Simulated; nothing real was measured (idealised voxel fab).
process module | voxel transistor to metal
Cross-section cut: width 180 nm, square cells of 5 nm.
Just so we're on the same page, the cross-sections are grids of square cells, and they're listed out in bands top to bottom, each band one or more rows deep.
What a band's entry tells you: where the top is and where the bottom is, as heights in nm, and after that what lies inside, material by material from left to right, each with its width in nm. Empty space is written as the word "empty", and a single material marked with the word "everywhere" occupies the band from edge to edge.
Beneath 0, the wafer as received is one material, and that level is where height counting begins. The lowest band goes on downward without a bottom; it is written like "from 0 down".
Graded width ("30->40"): value in top row of band = first number; value in bottom row = second number; row-to-row change constant.
"all unchanged" after a step means that no cell of the cross-section changed.
Entry "Internal closed voids" = empty spaces >= 8 cells with no open way to the top; each as width x height at distance, distance from left edge, all nm.
What comes after the settings on a step's line is commentary from the simulator itself on that step.
A step line may carry the setting "overlay nm", which, for steps involving a mask, states the distance by which the mask lay to the right of its intended position; negative values denote displacement to the left.

**Steps in the process plan**
1: RECEIVE, material Si
2: OXIDIZE, depth nm 5
3: CONFORMAL_DEP, material SiN, thk nm 15
4: DIRECTIONAL_DEP, material aC, thk nm 10
5: PATTERN, tone cover, mask id ACTIVE, material resist, width nm 100, thk nm 25, overlay nm 0
6: DIRECTIONAL_ETCH, etch materials aC, depth nm 10
7: STRIP, etch materials resist
8: DIRECTIONAL_ETCH, etch materials SiN, depth nm 15
9: DIRECTIONAL_ETCH, etch materials SiO2, depth nm 5
10: DIRECTIONAL_ETCH, etch materials Si, depth nm 30
11: STRIP, etch materials aC
12: FILL_DEP, material SiO2, thk nm 5
13: CMP, height nm 5
14: SELECTIVE_ETCH, etch materials SiO2, depth nm 15
15: STRIP, etch materials SiN
16: SELECTIVE_ETCH, etch materials SiO2, depth nm 5
17: OXIDIZE, depth nm 5
18: DIRECTIONAL_DEP, material polySi, thk nm 30
19: DIRECTIONAL_DEP, material SiCN, thk nm 15
20: PATTERN, tone cover, mask id GATE, material resist, width nm 20, thk nm 20, overlay nm 0
21: DIRECTIONAL_ETCH, etch materials SiCN, depth nm 25
22: DIRECTIONAL_ETCH, etch materials polySi, depth nm 40
23: STRIP, etch materials resist
24: CONFORMAL_DEP, material SiO2, thk nm 5
25: DIRECTIONAL_ETCH, etch materials SiO2, depth nm 5
26: CONFORMAL_DEP, material SiN, thk nm 10
27: DIRECTIONAL_ETCH, etch materials SiN, depth nm 10
28: DIRECTIONAL_ETCH, etch materials SiO2, depth nm 5
29: EPI, material SiGe, thk nm 5
30: FILL_DEP, material SiO2, thk nm 10
31: CMP, height nm 40
32: DIRECTIONAL_DEP, material SiO2, thk nm 15
33: MASKED_ETCH, tone open, mask id CONTACT, width nm 30, pitch nm 60, etch materials SiO2, depth nm 60, overlay nm 0
34: CONFORMAL_DEP, material TiN, thk nm 5
35: FILL_DEP, material W, thk nm 10
36: CMP, height nm 55
37: CONFORMAL_DEP, material SiCN, thk nm 5
38: DIRECTIONAL_DEP, material lowk, thk nm 20
39: MASKED_ETCH, tone open, mask id METAL_1, width nm 15, pitch nm 75, etch materials lowk, depth nm 20, overlay nm 0
40: MASKED_ETCH, tone open, mask id METAL_1, width nm 15, pitch nm 75, etch materials SiCN, depth nm 5, overlay nm 0
41: CONFORMAL_DEP, material TiN, thk nm 5
42: FILL_DEP, material Cu, thk nm 5
43: CMP, height nm 80
44: EPI, material Ru, thk nm 5
45: FILL_DEP, material SiCN, thk nm 5
46: DIRECTIONAL_DEP, material lowk, thk nm 30
47: MASKED_ETCH, tone open, mask id METAL_2, width nm 15, pitch nm 75, etch materials lowk, depth nm 15, overlay nm 0
48: PATTERN, tone open, mask id METAL_2_HOLES, material resist, width nm 15, pitch nm 75, thk nm 20, overlay nm 0
49: DIRECTIONAL_ETCH, etch materials lowk, depth nm 15
50: DIRECTIONAL_ETCH, etch materials SiCN, depth nm 5
51: STRIP, etch materials resist
52: CONFORMAL_DEP, material TiN, thk nm 5
53: FILL_DEP, material Cu, thk nm 10
54: CMP, height nm 120
55: CONFORMAL_DEP, material SiCN, thk nm 5
Quick note for whoever runs this: the wafers start identical, but the height nm at step 13 isn't the same across them. The plan just shows what the first wafer had.

**Received wafers, first of several: cross-section after step 1**
    from 0 down  Si everywhere
    Internal closed voids: none

**Per wafer, end of module: cells gained (+) or lost (-) per material since receipt, then closed voids**
height nm 5 | +20 Cu | +10 Ru | -156 Si | +134 SiCN | +10 SiGe | +44 SiN | +354 SiO2 | +108 TiN | +52 W | +300 lowk | +24 polySi | Internal closed voids: none
height nm 10 | +20 Cu | +10 Ru | -154 Si | +134 SiCN | +10 SiGe | +40 SiN | +356 SiO2 | +108 TiN | +52 W | +300 lowk | +24 polySi | Internal closed voids: none
height nm 15 | +20 Cu | +10 Ru | -152 Si | +134 SiCN | +12 SiGe | +36 SiN | +356 SiO2 | +108 TiN | +52 W | +300 lowk | +24 polySi | Internal closed voids: none
height nm 20 | +20 Cu | +10 Ru | -152 Si | +134 SiCN | +6 SiGe | +40 SiN | +360 SiO2 | +108 TiN | +50 W | +300 lowk | +24 polySi | Internal closed voids: none
